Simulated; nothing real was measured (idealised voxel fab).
process module | voxel trench capacitor
cross-section cut | 240 nm wide | cells 5 nm
A cross-section is a grid of square cells, given in bands from the top down. A band is one or more rows of cells.
Each band's line starts with the height of the band's top and of its bottom, in nm. Then come its materials from left to right, each with its width in nm. One material with "throughout" fills the band from edge to edge. "air" is empty space.
Height 0 is the level under which the wafer as received is all one material. The lowest band goes on downwards, as in "0 down".
A width such as "30 to 40" changes by the same amount from each row of cells to the next, from the band's top row to its bottom row.
"no change" after a step means that no cell of the cross-section changed.
closed voids: empty space of 8 cells or more with no open way to the top, each as width x height at its distance from the left edge, in nm
after a step's settings: what the simulator itself notes on the step
overlay nm, on a step with a mask: how far to the right of its planned place the mask lay; to the left if negative
plan
1 op RECEIVE | material Si
2 op CONFORMAL_DEP | material SiN | thk nm 10
3 op PATTERN | tone open | mask id TRENCH | material resist | width nm 25 | pitch nm 50 | thk nm 15 | overlay nm 0
4 op DIRECTIONAL_ETCH | etch materials SiN | depth nm 10
5 op DIRECTIONAL_ETCH | etch materials Si | depth nm 40
6 op STRIP | etch materials resist
7 op CONFORMAL_DEP | material HfO2 | thk nm 5
8 op CONFORMAL_DEP | material TiN | thk nm 5
9 op FILL_DEP | material W | thk nm 5
10 op CMP | height nm 10
first wafer, as planned
as received, after step 1
  0 down: Si throughout
  closed voids: none
after step 2
  10 to 0: SiN throughout
  below 0: unchanged
after step 3
  25 to 10: resist 55 | air 25 | resist 25 | air 25 | resist 25 | air 25 | resist 60
  below 10: unchanged
after step 4
  25 to 10: resist 55 | air 25 | resist 25 | air 25 | resist 25 | air 25 | resist 60
  10 to 0: SiN 55 | air 25 | SiN 25 | air 25 | SiN 25 | air 25 | SiN 60
  below 0: unchanged
after step 5
  25 to 10: resist 55 | air 25 | resist 25 | air 25 | resist 25 | air 25 | resist 60
  10 to 0: SiN 55 | air 25 | SiN 25 | air 25 | SiN 25 | air 25 | SiN 60
  0 to -40: Si 55 | air 25 | Si 25 | air 25 | Si 25 | air 25 | Si 60
  below -40: unchanged
after step 6
  10 to 0: SiN 55 | air 25 | SiN 25 | air 25 | SiN 25 | air 25 | SiN 60
  below 0: unchanged
after step 7
  15 to 10: HfO2 60 | air 15 | HfO2 35 | air 15 | HfO2 35 | air 15 | HfO2 65
  10 to 0: SiN 55 | HfO2 5 | air 15 | HfO2 5 | SiN 25 | HfO2 5 | air 15 | HfO2 5 | SiN 25 | HfO2 5 | air 15 | HfO2 5 | SiN 60
  0 to -35: Si 55 | HfO2 5 | air 15 | HfO2 5 | Si 25 | HfO2 5 | air 15 | HfO2 5 | Si 25 | HfO2 5 | air 15 | HfO2 5 | Si 60
  -35 to -40: Si 55 | HfO2 25 | Si 25 | HfO2 25 | Si 25 | HfO2 25 | Si 60
  below -40: unchanged
after step 8
  20 to 15: TiN 65 | air 5 | TiN 45 | air 5 | TiN 45 | air 5 | TiN 70
  15 to 10: HfO2 60 | TiN 5 | air 5 | TiN 5 | HfO2 35 | TiN 5 | air 5 | TiN 5 | HfO2 35 | TiN 5 | air 5 | TiN 5 | HfO2 65
  10 to 0: SiN 55 | HfO2 5 | TiN 5 | air 5 | TiN 5 | HfO2 5 | SiN 25 | HfO2 5 | TiN 5 | air 5 | TiN 5 | HfO2 5 | SiN 25 | HfO2 5 | TiN 5 | air 5 | TiN 5 | HfO2 5 | SiN 60
  0 to -30: Si 55 | HfO2 5 | TiN 5 | air 5 | TiN 5 | HfO2 5 | Si 25 | HfO2 5 | TiN 5 | air 5 | TiN 5 | HfO2 5 | Si 25 | HfO2 5 | TiN 5 | air 5 | TiN 5 | HfO2 5 | Si 60
  -30 to -35: Si 55 | HfO2 5 | TiN 15 | HfO2 5 | Si 25 | HfO2 5 | TiN 15 | HfO2 5 | Si 25 | HfO2 5 | TiN 15 | HfO2 5 | Si 60
  below -35: unchanged
after step 9
  25 to 20: W throughout
  20 to 15: TiN 65 | W 5 | TiN 45 | W 5 | TiN 45 | W 5 | TiN 70
  15 to 10: HfO2 60 | TiN 5 | W 5 | TiN 5 | HfO2 35 | TiN 5 | W 5 | TiN 5 | HfO2 35 | TiN 5 | W 5 | TiN 5 | HfO2 65
  10 to 0: SiN 55 | HfO2 5 | TiN 5 | W 5 | TiN 5 | HfO2 5 | SiN 25 | HfO2 5 | TiN 5 | W 5 | TiN 5 | HfO2 5 | SiN 25 | HfO2 5 | TiN 5 | W 5 | TiN 5 | HfO2 5 | SiN 60
  0 to -30: Si 55 | HfO2 5 | TiN 5 | W 5 | TiN 5 | HfO2 5 | Si 25 | HfO2 5 | TiN 5 | W 5 | TiN 5 | HfO2 5 | Si 25 | HfO2 5 | TiN 5 | W 5 | TiN 5 | HfO2 5 | Si 60
  below -30: unchanged
after step 10
  10 to 0: SiN 55 | HfO2 5 | TiN 5 | W 5 | TiN 5 | HfO2 5 | SiN 25 | HfO2 5 | TiN 5 | W 5 | TiN 5 | HfO2 5 | SiN 25 | HfO2 5 | TiN 5 | W 5 | TiN 5 | HfO2 5 | SiN 60
  below 0: unchanged
second wafer: like start, like plan, one mistake. Through step 4 it matches the first wafer
when step 5 should have ended
  25 to 10: resist 55 | air 25 | resist 25 | air 25 | resist 25 | air 25 | resist 60
  10 to 0: SiN 55 | air 25 | SiN 25 | air 25 | SiN 25 | air 25 | SiN 60
  0 to -50: Si 55 | air 25 | Si 25 | air 25 | Si 25 | air 25 | Si 60
  below -50: unchanged
when step 6 should have ended
  10 to 0: SiN 55 | air 25 | SiN 25 | air 25 | SiN 25 | air 25 | SiN 60
  below 0: unchanged
when step 7 should have ended
  15 to 10: HfO2 60 | air 15 | HfO2 35 | air 15 | HfO2 35 | air 15 | HfO2 65
  10 to 0: SiN 55 | HfO2 5 | air 15 | HfO2 5 | SiN 25 | HfO2 5 | air 15 | HfO2 5 | SiN 25 | HfO2 5 | air 15 | HfO2 5 | SiN 60
  0 to -45: Si 55 | HfO2 5 | air 15 | HfO2 5 | Si 25 | HfO2 5 | air 15 | HfO2 5 | Si 25 | HfO2 5 | air 15 | HfO2 5 | Si 60
  -45 to -50: Si 55 | HfO2 25 | Si 25 | HfO2 25 | Si 25 | HfO2 25 | Si 60
  below -50: unchanged
when step 8 should have ended
  20 to 15: TiN 65 | air 5 | TiN 45 | air 5 | TiN 45 | air 5 | TiN 70
  15 to 10: HfO2 60 | TiN 5 | air 5 | TiN 5 | HfO2 35 | TiN 5 | air 5 | TiN 5 | HfO2 35 | TiN 5 | air 5 | TiN 5 | HfO2 65
  10 to 0: SiN 55 | HfO2 5 | TiN 5 | air 5 | TiN 5 | HfO2 5 | SiN 25 | HfO2 5 | TiN 5 | air 5 | TiN 5 | HfO2 5 | SiN 25 | HfO2 5 | TiN 5 | air 5 | TiN 5 | HfO2 5 | SiN 60
  0 to -40: Si 55 | HfO2 5 | TiN 5 | air 5 | TiN 5 | HfO2 5 | Si 25 | HfO2 5 | TiN 5 | air 5 | TiN 5 | HfO2 5 | Si 25 | HfO2 5 | TiN 5 | air 5 | TiN 5 | HfO2 5 | Si 60
  -40 to -45: Si 55 | HfO2 5 | TiN 15 | HfO2 5 | Si 25 | HfO2 5 | TiN 15 | HfO2 5 | Si 25 | HfO2 5 | TiN 15 | HfO2 5 | Si 60
  below -45: unchanged
when step 9 should have ended
  25 to 20: W throughout
  20 to 15: TiN 65 | W 5 | TiN 45 | W 5 | TiN 45 | W 5 | TiN 70
  15 to 10: HfO2 60 | TiN 5 | W 5 | TiN 5 | HfO2 35 | TiN 5 | W 5 | TiN 5 | HfO2 35 | TiN 5 | W 5 | TiN 5 | HfO2 65
  10 to 0: SiN 55 | HfO2 5 | TiN 5 | W 5 | TiN 5 | HfO2 5 | SiN 25 | HfO2 5 | TiN 5 | W 5 | TiN 5 | HfO2 5 | SiN 25 | HfO2 5 | TiN 5 | W 5 | TiN 5 | HfO2 5 | SiN 60
  0 to -40: Si 55 | HfO2 5 | TiN 5 | W 5 | TiN 5 | HfO2 5 | Si 25 | HfO2 5 | TiN 5 | W 5 | TiN 5 | HfO2 5 | Si 25 | HfO2 5 | TiN 5 | W 5 | TiN 5 | HfO2 5 | Si 60
  below -40: unchanged
when step 10 should have ended
  10 to 0: SiN 55 | HfO2 5 | TiN 5 | W 5 | TiN 5 | HfO2 5 | SiN 25 | HfO2 5 | TiN 5 | W 5 | TiN 5 | HfO2 5 | SiN 25 | HfO2 5 | TiN 5 | W 5 | TiN 5 | HfO2 5 | SiN 60
  below 0: unchanged
what went wrong: step 5 ran as: op DIRECTIONAL_ETCH | etch materials Si | depth nm 50
at the end the second wafer has, in cells: 12 more of HfO2 | 30 fewer of Si | 12 more of TiN | 6 more of W
